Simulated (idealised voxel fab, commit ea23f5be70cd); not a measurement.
The process module presented herein is designated voxel wiring stack.
Section cut is 260 nm wide and gridded with 5 nm square cells.
How to read a cross-section here: the picture is a grid of square cells, written as bands going from the top down, and any band can span one or more rows of cells.
Read a band's entry like this: the first values are the height of its top and the height of its bottom in nm, and what follows is the sequence of materials from left to right, each with its width in nm. Note that "empty" is empty space, and that a single material marked "everywhere" reaches across the band from edge to edge.
Beneath 0, the wafer as received is one material, and that level is where height counting begins. The lowest band goes on downward without a bottom; it is written like "0..down".
A width given as "30..40" starts at the first number in the band's top row and ends at the second number in its bottom row, shifting by an equal amount at every step from row to row.
It should be understood that the words "nothing different", when stated for a given step, signify that the cross-section underwent no change in any of its cells during that step.
Look at "Fully closed voids" for the closed voids: empty spaces with no open path to the top, sized 8 cells or up. Each is width x height at distance, distance from the left edge, all nm.
Whatever follows a step's settings on its line is a remark the simulator itself makes about that step.
The "overlay nm" setting may appear on a step's line; for a step that uses a mask, it gives how far to the right of its planned position the mask lay, and a negative value indicates the left.
The following list gives the planned process steps:
| 1 | RECEIVE with material Si |
| 2 | CONFORMAL_DEP with material SiO2, thk nm 10 |
| 3 | DIRECTIONAL_DEP with material TiN, thk nm 5 |
| 4 | DIRECTIONAL_DEP with material Ru, thk nm 25 |
| 5 | DIRECTIONAL_DEP with material aC, thk nm 10 |
| 6 | PATTERN with tone cover, mask id METAL_1, material resist, width nm 20, pitch nm 50, thk nm 25, overlay nm 0 |
| 7 | DIRECTIONAL_ETCH with etch materials aC, depth nm 10 |
| 8 | STRIP with etch materials resist |
| 9 | DIRECTIONAL_ETCH with etch materials Ru, depth nm 25 |
| 10 | DIRECTIONAL_ETCH with etch materials TiN, depth nm 5 |
| 11 | STRIP with etch materials aC |
| 12 | CONFORMAL_DEP with material SiN, thk nm 5 |
| 13 | FILL_DEP with material lowk, thk nm 10 |
| 14 | CMP with height nm 40 |
| 15 | CONFORMAL_DEP with material SiCN, thk nm 5 |
| 16 | DIRECTIONAL_DEP with material lowk, thk nm 25 |
| 17 | MASKED_ETCH with tone open, mask id METAL_2_HOLES, width nm 15, pitch nm 50, etch materials lowk, depth nm 25, overlay nm 0 |
| 18 | PATTERN with tone open, mask id METAL_2, material resist, width nm 20, pitch nm 50, thk nm 20, overlay nm 0 |
| 19 | DIRECTIONAL_ETCH with etch materials lowk, depth nm 15 |
| 20 | DIRECTIONAL_ETCH with etch materials SiCN, depth nm 5 |
| 21 | STRIP with etch materials resist |
| 22 | CONFORMAL_DEP with material TiN, thk nm 5 |
| 23 | FILL_DEP with material Ru, thk nm 5 |
| 24 | CMP with height nm 70 |
| 25 | CONFORMAL_DEP with material SiCN, thk nm 5 |
| 26 | DIRECTIONAL_DEP with material lowk, thk nm 35 |
| 27 | PATTERN with tone open, mask id METAL_3, material resist, width nm 20, pitch nm 50, thk nm 20, overlay nm 0 |
| 28 | DIRECTIONAL_ETCH with etch materials lowk, depth nm 20 |
| 29 | STRIP with etch materials resist |
| 30 | MASKED_ETCH with tone open, mask id METAL_3_HOLES, width nm 15, pitch nm 50, etch materials lowk, depth nm 15, overlay nm 0 |
| 31 | MASKED_ETCH with tone open, mask id METAL_3_HOLES, width nm 15, pitch nm 50, etch materials SiCN, depth nm 5, overlay nm 0 |
| 32 | CONFORMAL_DEP with material TiN, thk nm 5 |
| 33 | FILL_DEP with material Cu, thk nm 5 |
| 34 | CMP with height nm 110 |
| 35 | CONFORMAL_DEP with material SiCN, thk nm 5 |
The cross-section here shows the wafer as received, i.e. in its state after step 1:
  0..down: Si everywhere
  Fully closed voids: none
Result of the module, cross-sectioned: start per above, plan per above, one error in how it was run:
  115..110: SiCN everywhere
  110..95: 45 of lowk | 5 of TiN | 10 of Cu | 5 of TiN | 30 of lowk | 5 of TiN | 10 of Cu | 5 of TiN | 30 of lowk | 5 of TiN | 10 of Cu | 5 of TiN | 30 of lowk | 5 of TiN | 10 of Cu | 5 of TiN | 45 of lowk
  95..90: 45 of lowk | 5 of TiN | 5 of Cu | 10 of TiN | 30 of lowk | 5 of TiN | 5 of Cu | 10 of TiN | 30 of lowk | 5 of TiN | 5 of Cu | 10 of TiN | 30 of lowk | 5 of TiN | 5 of Cu | 10 of TiN | 45 of lowk
  90..75: 45 of lowk | 5 of TiN | 5 of Cu | 5 of TiN | 35 of lowk | 5 of TiN | 5 of Cu | 5 of TiN | 35 of lowk | 5 of TiN | 5 of Cu | 5 of TiN | 35 of lowk | 5 of TiN | 5 of Cu | 5 of TiN | 50 of lowk
  75..70: 45 of SiCN | 15 of TiN | 35 of SiCN | 15 of TiN | 35 of SiCN | 15 of TiN | 35 of SiCN | 15 of TiN | 50 of SiCN
  70..60: 45 of lowk | 5 of TiN | 10 of Ru | 5 of TiN | 30 of lowk | 5 of TiN | 10 of Ru | 5 of TiN | 30 of lowk | 5 of TiN | 10 of Ru | 5 of TiN | 30 of lowk | 5 of TiN | 10 of Ru | 5 of TiN | 45 of lowk
  60..50: 45 of lowk | 5 of TiN | 5 of Ru | 10..5 of TiN | 30..35 of lowk | 5 of TiN | 5 of Ru | 10..5 of TiN | 30..35 of lowk | 5 of TiN | 5 of Ru | 10..5 of TiN | 30..35 of lowk | 5 of TiN | 5 of Ru | 10..5 of TiN | 45..50 of lowk
  50..45: 45 of lowk | 15 of TiN | 35 of lowk | 15 of TiN | 35 of lowk | 15 of TiN | 35 of lowk | 15 of TiN | 50 of lowk
  45..40: SiO2 everywhere
  40..15: 40 of lowk | 5 of SiN | 20 of Ru | 5 of SiN | 20 of lowk | 5 of SiN | 20 of Ru | 5 of SiN | 20 of lowk | 5 of SiN | 20 of Ru | 5 of SiN | 20 of lowk | 5 of SiN | 20 of Ru | 5 of SiN | 40 of lowk
  15..10: 45 of SiN | 20 of TiN | 30 of SiN | 20 of TiN | 30 of SiN | 20 of TiN | 30 of SiN | 20 of TiN | 45 of SiN
  10..0: SiO2 everywhere
  0..down: Si everywhere
  Fully closed voids: none
Processing error: step 15 ran as: CONFORMAL_DEP with material SiO2, thk nm 5
